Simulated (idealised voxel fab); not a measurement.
Title: Process Module voxel gate over fins
Each square cell in cross-section cut measures 5 nm, and the section as a whole is 240 nm wide.
Cross-sections here: square-cell grids, written as top-down lists of bands, a band being one or more rows of cells. Top, bottom (nm), then materials left to right with widths (nm); lone material tagged "full width" fills the whole band edge to edge; "air" = empty space. Beneath 0, the wafer as received is one material, and that level is where height counting begins. The lowest band goes on downward without a bottom; it is written like "0 -> down". You'd read "30..40" like this: the band's top row of cells is as wide as the first number, its bottom row is as wide as the second, and going down, every row changes width by the same amount as the row before did. For the purposes of this document, the phrase "nothing changed" attached to a step denotes that no cell within the cross-section was modified by that step. The label "closed voids" introduces a list of the empty spaces, 8 cells or larger, that have no open way up to the top; each entry in it reads width x height at distance, where the distance is taken from the left edge and all three are stated in nm. Anything after a step's settings on that line? It's the simulator's own note about the step. A step line may carry the setting "overlay nm", which, for steps involving a mask, states the distance by which the mask lay to the right of its intended position; negative values denote displacement to the left.

## The process steps that were planned are listed below
1: RECEIVE,material Si
2: CONFORMAL_DEP,material SiN,thk nm 5
3: PATTERN,tone cover,mask id FINS,material resist,width nm 15,pitch nm 40,thk nm 15,overlay nm 0
4: DIRECTIONAL_ETCH,etch materials SiN,depth nm 5
5: DIRECTIONAL_ETCH,etch materials Si,depth nm 30
6: STRIP,etch materials resist
7: OXIDIZE,depth nm 5
8: FILL_DEP,material SiO2,thk nm 15
9: CMP,height nm 5
10: SELECTIVE_ETCH,etch materials SiO2,depth nm 15
11: STRIP,etch materials SiN
12: CONFORMAL_DEP,material HfO2,thk nm 5
13: CONFORMAL_DEP,material TiN,thk nm 5
14: FILL_DEP,material W,thk nm 10
15: CMP,height nm 15
16: CONFORMAL_DEP,material SiN,thk nm 5

## First wafer of two (run as planned)

## Cross-sectional view of the wafer in its as-received condition, corresponding to the state after step 1
  0 -> down = Si full width
  closed voids: none

## after step 2
  5 -> 0 = SiN full width
  Below a height of 0, the structure has not been altered.

## after step 3
  20 -> 5 = air: 50 | resist: 15 | air: 25 | resist: 15 | air: 25 | resist: 15 | air: 25 | resist: 15 | air: 55
  Below a height of 5, the structure has not been altered.

## after step 4
  20 -> 5 = air: 50 | resist: 15 | air: 25 | resist: 15 | air: 25 | resist: 15 | air: 25 | resist: 15 | air: 55
  5 -> 0 = air: 50 | SiN: 15 | air: 25 | SiN: 15 | air: 25 | SiN: 15 | air: 25 | SiN: 15 | air: 55
  Below a height of 0, the structure has not been altered.

## after step 5
  20 -> 5 = air: 50 | resist: 15 | air: 25 | resist: 15 | air: 25 | resist: 15 | air: 25 | resist: 15 | air: 55
  5 -> 0 = air: 50 | SiN: 15 | air: 25 | SiN: 15 | air: 25 | SiN: 15 | air: 25 | SiN: 15 | air: 55
  0 -> -30 = air: 50 | Si: 15 | air: 25 | Si: 15 | air: 25 | Si: 15 | air: 25 | Si: 15 | air: 55
  Below a height of -30, the structure has not been altered.

## after step 6
  5 -> 0 = air: 50 | SiN: 15 | air: 25 | SiN: 15 | air: 25 | SiN: 15 | air: 25 | SiN: 15 | air: 55
  Below a height of 0, the structure has not been altered.

## after step 7
  5 -> 0 = air: 50 | SiN: 15 | air: 25 | SiN: 15 | air: 25 | SiN: 15 | air: 25 | SiN: 15 | air: 55
  0 -> -30 = air: 50 | SiO2: 5 | Si: 5 | SiO2: 5 | air: 25 | SiO2: 5 | Si: 5 | SiO2: 5 | air: 25 | SiO2: 5 | Si: 5 | SiO2: 5 | air: 25 | SiO2: 5 | Si: 5 | SiO2: 5 | air: 55
  -30 -> -35 = SiO2: 55 | Si: 5 | SiO2: 35 | Si: 5 | SiO2: 35 | Si: 5 | SiO2: 35 | Si: 5 | SiO2: 60
  Below a height of -35, the structure has not been altered.

## after step 8
  20 -> 5 = SiO2 full width
  5 -> 0 = SiO2: 50 | SiN: 15 | SiO2: 25 | SiN: 15 | SiO2: 25 | SiN: 15 | SiO2: 25 | SiN: 15 | SiO2: 55
  0 -> -35 = SiO2: 55 | Si: 5 | SiO2: 35 | Si: 5 | SiO2: 35 | Si: 5 | SiO2: 35 | Si: 5 | SiO2: 60
  Below a height of -35, the structure has not been altered.

## after step 9
  5 -> 0 = SiO2: 50 | SiN: 15 | SiO2: 25 | SiN: 15 | SiO2: 25 | SiN: 15 | SiO2: 25 | SiN: 15 | SiO2: 55
  Below a height of 0, the structure has not been altered.

## after step 10
  5 -> 0 = air: 50 | SiN: 15 | air: 25 | SiN: 15 | air: 25 | SiN: 15 | air: 25 | SiN: 15 | air: 55
  0 -> -10 = air: 55 | Si: 5 | air: 35 | Si: 5 | air: 35 | Si: 5 | air: 35 | Si: 5 | air: 60
  Below a height of -10, the structure has not been altered.

## after step 11
  0 -> -10 = air: 55 | Si: 5 | air: 35 | Si: 5 | air: 35 | Si: 5 | air: 35 | Si: 5 | air: 60
  Below a height of -10, the structure has not been altered.

## after step 12
  5 -> 0 = air: 50 | HfO2: 15 | air: 25 | HfO2: 15 | air: 25 | HfO2: 15 | air: 25 | HfO2: 15 | air: 55
  0 -> -5 = air: 50 | HfO2: 5 | Si: 5 | HfO2: 5 | air: 25 | HfO2: 5 | Si: 5 | HfO2: 5 | air: 25 | HfO2: 5 | Si: 5 | HfO2: 5 | air: 25 | HfO2: 5 | Si: 5 | HfO2: 5 | air: 55
  -5 -> -10 = HfO2: 55 | Si: 5 | HfO2: 35 | Si: 5 | HfO2: 35 | Si: 5 | HfO2: 35 | Si: 5 | HfO2: 60
  Below a height of -10, the structure has not been altered.

## after step 13
  10 -> 5 = air: 45 | TiN: 25 | air: 15 | TiN: 25 | air: 15 | TiN: 25 | air: 15 | TiN: 25 | air: 50
  5 -> 0 = air: 45 | TiN: 5 | HfO2: 15 | TiN: 5 | air: 15 | TiN: 5 | HfO2: 15 | TiN: 5 | air: 15 | TiN: 5 | HfO2: 15 | TiN: 5 | air: 15 | TiN: 5 | HfO2: 15 | TiN: 5 | air: 50
  0 -> -5 = TiN: 50 | HfO2: 5 | Si: 5 | HfO2: 5 | TiN: 25 | HfO2: 5 | Si: 5 | HfO2: 5 | TiN: 25 | HfO2: 5 | Si: 5 | HfO2: 5 | TiN: 25 | HfO2: 5 | Si: 5 | HfO2: 5 | TiN: 55
  Below a height of -5, the structure has not been altered.

## after step 14
  20 -> 10 = W full width
  10 -> 5 = W: 45 | TiN: 25 | W: 15 | TiN: 25 | W: 15 | TiN: 25 | W: 15 | TiN: 25 | W: 50
  5 -> 0 = W: 45 | TiN: 5 | HfO2: 15 | TiN: 5 | W: 15 | TiN: 5 | HfO2: 15 | TiN: 5 | W: 15 | TiN: 5 | HfO2: 15 | TiN: 5 | W: 15 | TiN: 5 | HfO2: 15 | TiN: 5 | W: 50
  Below a height of 0, the structure has not been altered.

## after step 15
  15 -> 10 = W full width
  Below a height of 10, the structure has not been altered.

## after step 16
  20 -> 15 = SiN full width
  Below a height of 15, the structure has not been altered.

## For the second wafer, take the first wafer's start and plan, then add one mistake made in running it; everything through step 2, that step included, is shared with the first

## X-section, second wafer, when step 3 was due to finish
  20 -> 5 = air: 45 | resist: 15 | air: 25 | resist: 15 | air: 25 | resist: 15 | air: 25 | resist: 15 | air: 60
  Below a height of 5, the structure has not been altered.

## X-section, second wafer, when step 4 was due to finish
  20 -> 5 = air: 45 | resist: 15 | air: 25 | resist: 15 | air: 25 | resist: 15 | air: 25 | resist: 15 | air: 60
  5 -> 0 = air: 45 | SiN: 15 | air: 25 | SiN: 15 | air: 25 | SiN: 15 | air: 25 | SiN: 15 | air: 60
  Below a height of 0, the structure has not been altered.

## X-section, second wafer, when step 5 was due to finish
  20 -> 5 = air: 45 | resist: 15 | air: 25 | resist: 15 | air: 25 | resist: 15 | air: 25 | resist: 15 | air: 60
  5 -> 0 = air: 45 | SiN: 15 | air: 25 | SiN: 15 | air: 25 | SiN: 15 | air: 25 | SiN: 15 | air: 60
  0 -> -30 = air: 45 | Si: 15 | air: 25 | Si: 15 | air: 25 | Si: 15 | air: 25 | Si: 15 | air: 60
  Below a height of -30, the structure has not been altered.

## X-section, second wafer, when step 6 was due to finish
  5 -> 0 = air: 45 | SiN: 15 | air: 25 | SiN: 15 | air: 25 | SiN: 15 | air: 25 | SiN: 15 | air: 60
  Below a height of 0, the structure has not been altered.

## X-section, second wafer, when step 7 was due to finish
  5 -> 0 = air: 45 | SiN: 15 | air: 25 | SiN: 15 | air: 25 | SiN: 15 | air: 25 | SiN: 15 | air: 60
  0 -> -30 = air: 45 | SiO2: 5 | Si: 5 | SiO2: 5 | air: 25 | SiO2: 5 | Si: 5 | SiO2: 5 | air: 25 | SiO2: 5 | Si: 5 | SiO2: 5 | air: 25 | SiO2: 5 | Si: 5 | SiO2: 5 | air: 60
  -30 -> -35 = SiO2: 50 | Si: 5 | SiO2: 35 | Si: 5 | SiO2: 35 | Si: 5 | SiO2: 35 | Si: 5 | SiO2: 65
  Below a height of -35, the structure has not been altered.

## X-section, second wafer, when step 8 was due to finish
  20 -> 5 = SiO2 full width
  5 -> 0 = SiO2: 45 | SiN: 15 | SiO2: 25 | SiN: 15 | SiO2: 25 | SiN: 15 | SiO2: 25 | SiN: 15 | SiO2: 60
  0 -> -35 = SiO2: 50 | Si: 5 | SiO2: 35 | Si: 5 | SiO2: 35 | Si: 5 | SiO2: 35 | Si: 5 | SiO2: 65
  Below a height of -35, the structure has not been altered.

## X-section, second wafer, when step 9 was due to finish
  5 -> 0 = SiO2: 45 | SiN: 15 | SiO2: 25 | SiN: 15 | SiO2: 25 | SiN: 15 | SiO2: 25 | SiN: 15 | SiO2: 60
  Below a height of 0, the structure has not been altered.

## X-section, second wafer, when step 10 was due to finish
  5 -> 0 = air: 45 | SiN: 15 | air: 25 | SiN: 15 | air: 25 | SiN: 15 | air: 25 | SiN: 15 | air: 60
  0 -> -10 = air: 50 | Si: 5 | air: 35 | Si: 5 | air: 35 | Si: 5 | air: 35 | Si: 5 | air: 65
  Below a height of -10, the structure has not been altered.

## X-section, second wafer, when step 11 was due to finish
  0 -> -10 = air: 50 | Si: 5 | air: 35 | Si: 5 | air: 35 | Si: 5 | air: 35 | Si: 5 | air: 65
  Below a height of -10, the structure has not been altered.

## X-section, second wafer, when step 12 was due to finish
  5 -> 0 = air: 45 | HfO2: 15 | air: 25 | HfO2: 15 | air: 25 | HfO2: 15 | air: 25 | HfO2: 15 | air: 60
  0 -> -5 = air: 45 | HfO2: 5 | Si: 5 | HfO2: 5 | air: 25 | HfO2: 5 | Si: 5 | HfO2: 5 | air: 25 | HfO2: 5 | Si: 5 | HfO2: 5 | air: 25 | HfO2: 5 | Si: 5 | HfO2: 5 | air: 60
  -5 -> -10 = HfO2: 50 | Si: 5 | HfO2: 35 | Si: 5 | HfO2: 35 | Si: 5 | HfO2: 35 | Si: 5 | HfO2: 65
  Below a height of -10, the structure has not been altered.

## X-section, second wafer, when step 13 was due to finish
  10 -> 5 = air: 40 | TiN: 25 | air: 15 | TiN: 25 | air: 15 | TiN: 25 | air: 15 | TiN: 25 | air: 55
  5 -> 0 = air: 40 | TiN: 5 | HfO2: 15 | TiN: 5 | air: 15 | TiN: 5 | HfO2: 15 | TiN: 5 | air: 15 | TiN: 5 | HfO2: 15 | TiN: 5 | air: 15 | TiN: 5 | HfO2: 15 | TiN: 5 | air: 55
  0 -> -5 = TiN: 45 | HfO2: 5 | Si: 5 | HfO2: 5 | TiN: 25 | HfO2: 5 | Si: 5 | HfO2: 5 | TiN: 25 | HfO2: 5 | Si: 5 | HfO2: 5 | TiN: 25 | HfO2: 5 | Si: 5 | HfO2: 5 | TiN: 60
  Below a height of -5, the structure has not been altered.

## X-section, second wafer, when step 14 was due to finish
  20 -> 10 = W full width
  10 -> 5 = W: 40 | TiN: 25 | W: 15 | TiN: 25 | W: 15 | TiN: 25 | W: 15 | TiN: 25 | W: 55
  5 -> 0 = W: 40 | TiN: 5 | HfO2: 15 | TiN: 5 | W: 15 | TiN: 5 | HfO2: 15 | TiN: 5 | W: 15 | TiN: 5 | HfO2: 15 | TiN: 5 | W: 15 | TiN: 5 | HfO2: 15 | TiN: 5 | W: 55
  Below a height of 0, the structure has not been altered.

## X-section, second wafer, when step 15 was due to finish
  15 -> 10 = W full width
  Below a height of 10, the structure has not been altered.

## X-section, second wafer, when step 16 was due to finish
  20 -> 15 = SiN full width
  Below a height of 15, the structure has not been altered.
Which mistake was made when the wafer was run? note that step 3 departed from the planned setting and was carried out as PATTERN,tone cover,mask id FINS,material resist,width nm 15,pitch nm 40,thk nm 15,overlay nm -5
In the final comparison it is observed that the number of cells assigned to each material is identical for the two wafers, whereas their placement is not.
